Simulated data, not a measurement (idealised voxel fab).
Process module heading - voxel released beams
The cross-section on display is named cut; it measures 255 nm wide, and its cells are 5 nm squares.
Cross-section, as written here: a square-cell grid given band by band from the top down, where a band holds one or more rows of cells. Read a band's entry like this: the first values are the height of its top and the height of its bottom in nm, and what follows is the sequence of materials from left to right, each with its width in nm. Note that "blank" is empty space, and that a single material marked "full width" reaches across the band from edge to edge. Heights are measured from 0, the level below which the as-received wafer is all one material; the lowest band has no bottom and continues downward, written as in "0..down". Note: "30->40" means the width goes from the first number (top row of the band) to the second number (bottom row) in equal steps per row of cells. Where the words "changes: none" appear for a step, the cross-section shows no cell changed by that step; every cell remained as before. Entry "Enclosed void catalog" = empty spaces >= 8 cells with no open way to the top; each as width x height at distance, distance from left edge, all nm. Anything after a step's settings on that line? It's the simulator's own note about the step. Regarding "overlay nm": on a step with a mask, it is the distance the mask lay to the right of its planned place; a negative value places it to the left.
### Process steps (planned)
1. RECEIVE (material Si)
2. CONFORMAL_DEP (material Al2O3; thk nm 10)
3. DIRECTIONAL_DEP (material SiO2; thk nm 10)
4. DIRECTIONAL_DEP (material aC; thk nm 15)
5. PATTERN (tone open; mask id ANCHOR; material resist; width nm 20; thk nm 35; overlay nm 0)
6. DIRECTIONAL_ETCH (etch materials aC; depth nm 15)
7. STRIP (etch materials resist)
8. DIRECTIONAL_ETCH (etch materials SiO2; depth nm 10)
9. STRIP (etch materials aC)
10. CONFORMAL_DEP (material SiN; thk nm 10)
11. MASKED_ETCH (tone cover; mask id BEAM; width nm 100; etch materials SiN; depth nm 10; overlay nm 0)
12. STRIP (etch materials SiO2)
Split variable: width nm, step 5. Plan value = first wafer. Wafers start alike.
### As-received state after step 1, first of several wafers, cross-section
0..down = Si full width
Enclosed void catalog: none
### Here's the first of several wafers in cross-section, end of the module, after the last step, step 12
30..20 = 75 of blank  100 of SiN  80 of blank
20..10 = 85 of blank  20 of SiN  150 of blank
10..0 = Al2O3 full width
0..down = Si full width
Enclosed void catalog: none
### So this is the cross-section on the last wafer at the end of the module
30..20 = 75 of blank  10 of SiN  25 of blank  65 of SiN  80 of blank
20..10 = 75 of blank  45 of SiN  135 of blank
10..0 = Al2O3 full width
0..down = Si full width
Enclosed void catalog: none
### Here is how to read the rows: every wafer has a row, and it shows the wafer at the end of the module, giving for each material how many cells were gained (+) or lost (-) since the wafer was received, then listing its closed voids
width nm 20; +102 Al2O3; +48 SiN; Enclosed void catalog: none
width nm 25; +102 Al2O3; +48 SiN; Enclosed void catalog: none
width nm 30; +102 Al2O3; +48 SiN; Enclosed void catalog: none
width nm 35; +102 Al2O3; +48 SiN; Enclosed void catalog: none
width nm 40; +102 Al2O3; +48 SiN; Enclosed void catalog: none
width nm 45; +102 Al2O3; +48 SiN; Enclosed void catalog: none
